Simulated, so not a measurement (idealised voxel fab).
Process module name: voxel released beams
It is cross-section cut that appears here, measuring 300 nm in width, its square cells being 5 nm in size.
A cross-section is a grid of square cells, given in bands from the top down. A band is one or more rows of cells. Quick guide to a band line: top height, bottom height (nm) up front; then every material left to right with its width in nm. Only one material and it's marked "all across"? Then it fills the band edge to edge. And "blank" just means empty space. Measure heights from 0. That's the level where, below it, the as-received wafer is all one material. The lowest band is bottomless and extends downward; write it as in "0 and below". The width entry "30..40" should be interpreted row by row: the top row of cells in the band takes the first number, the bottom row takes the second number, and the change between adjacent rows is uniform throughout. Where a step carries "no modification", the cross-section came out of it unchanged, cell for cell. The label "Completely enclosed voids" introduces a list of the empty spaces, 8 cells or larger, that have no open way up to the top; each entry in it reads width x height at distance, where the distance is taken from the left edge and all three are stated in nm. Step line, after settings: the simulator's comment on this step. A step line may carry the setting "overlay nm", which, for steps involving a mask, states the distance by which the mask lay to the right of its intended position; negative values denote displacement to the left.
The steps planned for the process are as follows:
1 RECEIVE [material Si]
2 CONFORMAL_DEP [material SiN] [thk nm 5]
3 DIRECTIONAL_DEP [material SiO2] [thk nm 10]
4 DIRECTIONAL_DEP [material aC] [thk nm 10]
5 PATTERN [tone open] [mask id ANCHOR] [material resist] [width nm 40] [thk nm 25] [overlay nm 0]
6 DIRECTIONAL_ETCH [etch materials aC] [depth nm 10]
7 STRIP [etch materials resist]
8 DIRECTIONAL_ETCH [etch materials SiO2] [depth nm 10]
9 STRIP [etch materials aC]
10 CONFORMAL_DEP [material W] [thk nm 15]
11 DIRECTIONAL_DEP [material aC] [thk nm 15]
12 PATTERN [tone cover] [mask id BEAM] [material resist] [width nm 90] [thk nm 30] [overlay nm 0]
13 DIRECTIONAL_ETCH [etch materials aC] [depth nm 15]
14 STRIP [etch materials resist]
15 DIRECTIONAL_ETCH [etch materials W] [depth nm 15]
16 STRIP [etch materials aC]
17 STRIP [etch materials SiO2]
Cross-section of the wafer at receipt, which is the condition after step 1:
> 0 and below = Si all across
> Completely enclosed voids: none
First wafer of two, sectioned at end of module; run went per plan:
> 30 down to 20 = 100 nm blank, then 20 nm W, then 10 nm blank, then 60 nm W, then 110 nm blank
> 20 down to 15 = 100 nm blank, then 90 nm W, then 110 nm blank
> 15 down to 5 = 105 nm blank, then 40 nm W, then 155 nm blank
> 5 down to 0 = SiN all across
> 0 and below = Si all across
> Completely enclosed voids: none
Same start, same plan as the first wafer - but one mistake in the run. Cross-section of the second of the two at the end of the module:
> 30 down to 20 = 100 nm blank, then 15 nm W, then 20 nm blank, then 55 nm W, then 110 nm blank
> 20 down to 15 = 100 nm blank, then 90 nm W, then 110 nm blank
> 15 down to 5 = 100 nm blank, then 50 nm W, then 150 nm blank
> 5 down to 0 = SiN all across
> 0 and below = Si all across
> Completely enclosed voids: none
Heads up, the wafer didn't run the way we planned it: in deviation from the planned setting, step 5 was conducted as PATTERN [tone open] [mask id ANCHOR] [material resist] [width nm 50] [thk nm 25] [overlay nm 0]
When the process is done, the second wafer contains the same cell count of every material as the first wafer, but distributed over other locations.
